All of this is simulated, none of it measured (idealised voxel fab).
Documented hereafter: the process module known as voxel gate over fins.
Pictured: cross-section cut, 285 nm wide, on a grid of 5 nm square cells.
The cross-sections in this document take the form of a grid made of square cells. They are written out as bands, in order from top to bottom. Each band consists of one or more rows of cells.
Band: top height; bottom height; in nm. Then, left to right: material with width in nm, for each material. "edge to edge": a single material spanning edge to edge. "empty": empty space.
For the purposes of this specification, 0 denotes the height below which the wafer in its as-received condition is composed wholly of one material, and the lowermost band, lacking a lower limit, extends downward without end, as expressed in "z 0 and below".
Per-row width for "30..40": begins at first number (top row of band), ends at second number (bottom row), increment between rows held constant.
"stayed the same" (step): cross-section cells unchanged, all of them.
Closed empty spaces (no open way to the top) of 8 cells or more are what "Closed void listing" lists, each as width x height at distance from the left edge, nm for all three.
If you see something after the settings on a step's line, that's the simulator's own remark about that step.
overlay nm: for a step with a mask, the amount by which the mask lay right of where it was planned; a negative amount means left of it.
[These are the steps we planned for the process]
| 1 | RECEIVE [material Si] |
| 2 | CONFORMAL_DEP [material SiN] [thk nm 10] |
| 3 | PATTERN [tone cover] [mask id FINS] [material resist] [width nm 15] [pitch nm 40] [thk nm 15] [overlay nm 0] |
| 4 | DIRECTIONAL_ETCH [etch materials SiN] [depth nm 10] |
| 5 | DIRECTIONAL_ETCH [etch materials Si] [depth nm 30] |
| 6 | STRIP [etch materials resist] |
| 7 | FILL_DEP [material SiO2] [thk nm 5] |
| 8 | CMP [height nm 10] |
| 9 | SELECTIVE_ETCH [etch materials SiO2] [depth nm 25] |
| 10 | STRIP [etch materials SiN] |
| 11 | CONFORMAL_DEP [material HfO2] [thk nm 5] |
| 12 | CONFORMAL_DEP [material TiN] [thk nm 5] |
| 13 | FILL_DEP [material W] [thk nm 10] |
| 14 | CMP [height nm 15] |
| 15 | CONFORMAL_DEP [material SiCN] [thk nm 10] |
[Of two wafers, the first: run according to plan]
[As-received wafer cross-section (after step 1)]
- z 0 and below = Si edge to edge
- Closed void listing: none
[Cross-section through the wafer, step 2 finished]
- z 10 to 0 = SiN edge to edge
- For the remainder of the cross-section, below 0, there is no change.
[Cross-section through the wafer, step 3 finished]
- z 25 to 10 = empty=115 / resist=15 / empty=25 / resist=15 / empty=115
- For the remainder of the cross-section, below 10, there is no change.
[Cross-section through the wafer, step 4 finished]
- z 25 to 10 = empty=115 / resist=15 / empty=25 / resist=15 / empty=115
- z 10 to 0 = empty=115 / SiN=15 / empty=25 / SiN=15 / empty=115
- For the remainder of the cross-section, below 0, there is no change.
[Cross-section through the wafer, step 5 finished]
- z 25 to 10 = empty=115 / resist=15 / empty=25 / resist=15 / empty=115
- z 10 to 0 = empty=115 / SiN=15 / empty=25 / SiN=15 / empty=115
- z 0 to -30 = empty=115 / Si=15 / empty=25 / Si=15 / empty=115
- For the remainder of the cross-section, below -30, there is no change.
[Cross-section through the wafer, step 6 finished]
- z 10 to 0 = empty=115 / SiN=15 / empty=25 / SiN=15 / empty=115
- For the remainder of the cross-section, below 0, there is no change.
[Cross-section through the wafer, step 7 finished]
- z 15 to 10 = SiO2 edge to edge
- z 10 to 0 = SiO2=115 / SiN=15 / SiO2=25 / SiN=15 / SiO2=115
- z 0 to -30 = SiO2=115 / Si=15 / SiO2=25 / Si=15 / SiO2=115
- For the remainder of the cross-section, below -30, there is no change.
[Cross-section through the wafer, step 8 finished]
- z 10 to 0 = SiO2=115 / SiN=15 / SiO2=25 / SiN=15 / SiO2=115
- For the remainder of the cross-section, below 0, there is no change.
[Cross-section through the wafer, step 9 finished]
- z 10 to 0 = empty=115 / SiN=15 / empty=25 / SiN=15 / empty=115
- z 0 to -15 = empty=115 / Si=15 / empty=25 / Si=15 / empty=115
- For the remainder of the cross-section, below -15, there is no change.
[Cross-section through the wafer, step 10 finished]
- z 0 to -15 = empty=115 / Si=15 / empty=25 / Si=15 / empty=115
- For the remainder of the cross-section, below -15, there is no change.
[Cross-section through the wafer, step 11 finished]
- z 5 to 0 = empty=110 / HfO2=25 / empty=15 / HfO2=25 / empty=110
- z 0 to -10 = empty=110 / HfO2=5 / Si=15 / HfO2=5 / empty=15 / HfO2=5 / Si=15 / HfO2=5 / empty=110
- z -10 to -15 = HfO2=115 / Si=15 / HfO2=25 / Si=15 / HfO2=115
- For the remainder of the cross-section, below -15, there is no change.
[Cross-section through the wafer, step 12 finished]
- z 10 to 5 = empty=105 / TiN=35 / empty=5 / TiN=35 / empty=105
- z 5 to 0 = empty=105 / TiN=5 / HfO2=25 / TiN=5 / empty=5 / TiN=5 / HfO2=25 / TiN=5 / empty=105
- z 0 to -5 = empty=105 / TiN=5 / HfO2=5 / Si=15 / HfO2=5 / TiN=5 / empty=5 / TiN=5 / HfO2=5 / Si=15 / HfO2=5 / TiN=5 / empty=105
- z -5 to -10 = TiN=110 / HfO2=5 / Si=15 / HfO2=5 / TiN=15 / HfO2=5 / Si=15 / HfO2=5 / TiN=110
- For the remainder of the cross-section, below -10, there is no change.
[Cross-section through the wafer, step 13 finished]
- z 20 to 10 = W edge to edge
- z 10 to 5 = W=105 / TiN=35 / W=5 / TiN=35 / W=105
- z 5 to 0 = W=105 / TiN=5 / HfO2=25 / TiN=5 / W=5 / TiN=5 / HfO2=25 / TiN=5 / W=105
- z 0 to -5 = W=105 / TiN=5 / HfO2=5 / Si=15 / HfO2=5 / TiN=5 / W=5 / TiN=5 / HfO2=5 / Si=15 / HfO2=5 / TiN=5 / W=105
- For the remainder of the cross-section, below -5, there is no change.
[Cross-section through the wafer, step 14 finished]
- z 15 to 10 = W edge to edge
- For the remainder of the cross-section, below 10, there is no change.
[Cross-section through the wafer, step 15 finished]
- z 25 to 15 = SiCN edge to edge
- For the remainder of the cross-section, below 15, there is no change.
[Wafer two: like wafer one in start and plan, but with one mistake in execution; identical up to and including step 2]
[Second wafer shown in cross-section at the time step 3 was slated to end]
- z 25 to 10 = empty=110 / resist=25 / empty=15 / resist=25 / empty=110
- For the remainder of the cross-section, below 10, there is no change.
[Second wafer shown in cross-section at the time step 4 was slated to end]
- z 25 to 10 = empty=110 / resist=25 / empty=15 / resist=25 / empty=110
- z 10 to 0 = empty=110 / SiN=25 / empty=15 / SiN=25 / empty=110
- For the remainder of the cross-section, below 0, there is no change.
[Second wafer shown in cross-section at the time step 5 was slated to end]
- z 25 to 10 = empty=110 / resist=25 / empty=15 / resist=25 / empty=110
- z 10 to 0 = empty=110 / SiN=25 / empty=15 / SiN=25 / empty=110
- z 0 to -30 = empty=110 / Si=25 / empty=15 / Si=25 / empty=110
- For the remainder of the cross-section, below -30, there is no change.
[Second wafer shown in cross-section at the time step 6 was slated to end]
- z 10 to 0 = empty=110 / SiN=25 / empty=15 / SiN=25 / empty=110
- For the remainder of the cross-section, below 0, there is no change.
[Second wafer shown in cross-section at the time step 7 was slated to end]
- z 15 to 10 = SiO2 edge to edge
- z 10 to 0 = SiO2=110 / SiN=25 / SiO2=15 / SiN=25 / SiO2=110
- z 0 to -30 = SiO2=110 / Si=25 / SiO2=15 / Si=25 / SiO2=110
- For the remainder of the cross-section, below -30, there is no change.
[Second wafer shown in cross-section at the time step 8 was slated to end]
- z 10 to 0 = SiO2=110 / SiN=25 / SiO2=15 / SiN=25 / SiO2=110
- For the remainder of the cross-section, below 0, there is no change.
[Second wafer shown in cross-section at the time step 9 was slated to end]
- z 10 to 0 = empty=110 / SiN=25 / empty=15 / SiN=25 / empty=110
- z 0 to -15 = empty=110 / Si=25 / empty=15 / Si=25 / empty=110
- For the remainder of the cross-section, below -15, there is no change.
[Second wafer shown in cross-section at the time step 10 was slated to end]
- z 0 to -15 = empty=110 / Si=25 / empty=15 / Si=25 / empty=110
- For the remainder of the cross-section, below -15, there is no change.
[Second wafer shown in cross-section at the time step 11 was slated to end]
- z 5 to 0 = empty=105 / HfO2=35 / empty=5 / HfO2=35 / empty=105
- z 0 to -10 = empty=105 / HfO2=5 / Si=25 / HfO2=5 / empty=5 / HfO2=5 / Si=25 / HfO2=5 / empty=105
- z -10 to -15 = HfO2=110 / Si=25 / HfO2=15 / Si=25 / HfO2=110
- For the remainder of the cross-section, below -15, there is no change.
[Second wafer shown in cross-section at the time step 12 was slated to end]
- z 10 to 5 = empty=100 / TiN=85 / empty=100
- z 5 to 0 = empty=100 / TiN=5 / HfO2=35 / TiN=5 / HfO2=35 / TiN=5 / empty=100
- z 0 to -5 = empty=100 / TiN=5 / HfO2=5 / Si=25 / HfO2=5 / TiN=5 / HfO2=5 / Si=25 / HfO2=5 / TiN=5 / empty=100
- z -5 to -10 = TiN=105 / HfO2=5 / Si=25 / HfO2=5 / TiN=5 / HfO2=5 / Si=25 / HfO2=5 / TiN=105
- For the remainder of the cross-section, below -10, there is no change.
[Second wafer shown in cross-section at the time step 13 was slated to end]
- z 20 to 10 = W edge to edge
- z 10 to 5 = W=100 / TiN=85 / W=100
- z 5 to 0 = W=100 / TiN=5 / HfO2=35 / TiN=5 / HfO2=35 / TiN=5 / W=100
- z 0 to -5 = W=100 / TiN=5 / HfO2=5 / Si=25 / HfO2=5 / TiN=5 / HfO2=5 / Si=25 / HfO2=5 / TiN=5 / W=100
- For the remainder of the cross-section, below -5, there is no change.
[Second wafer shown in cross-section at the time step 14 was slated to end]
- z 15 to 10 = W edge to edge
- For the remainder of the cross-section, below 10, there is no change.
[Second wafer shown in cross-section at the time step 15 was slated to end]
- z 25 to 15 = SiCN edge to edge
- For the remainder of the cross-section, below 15, there is no change.
Processing error: step 3: run off-plan, actual operation and settings PATTERN [tone cover] [mask id FINS] [material resist] [width nm 25] [pitch nm 40] [thk nm 15] [overlay nm 0]
At the finish, the second wafer shows more or fewer cells for some materials than the first does: Si +24, SiO2 -12, TiN -3, W -9
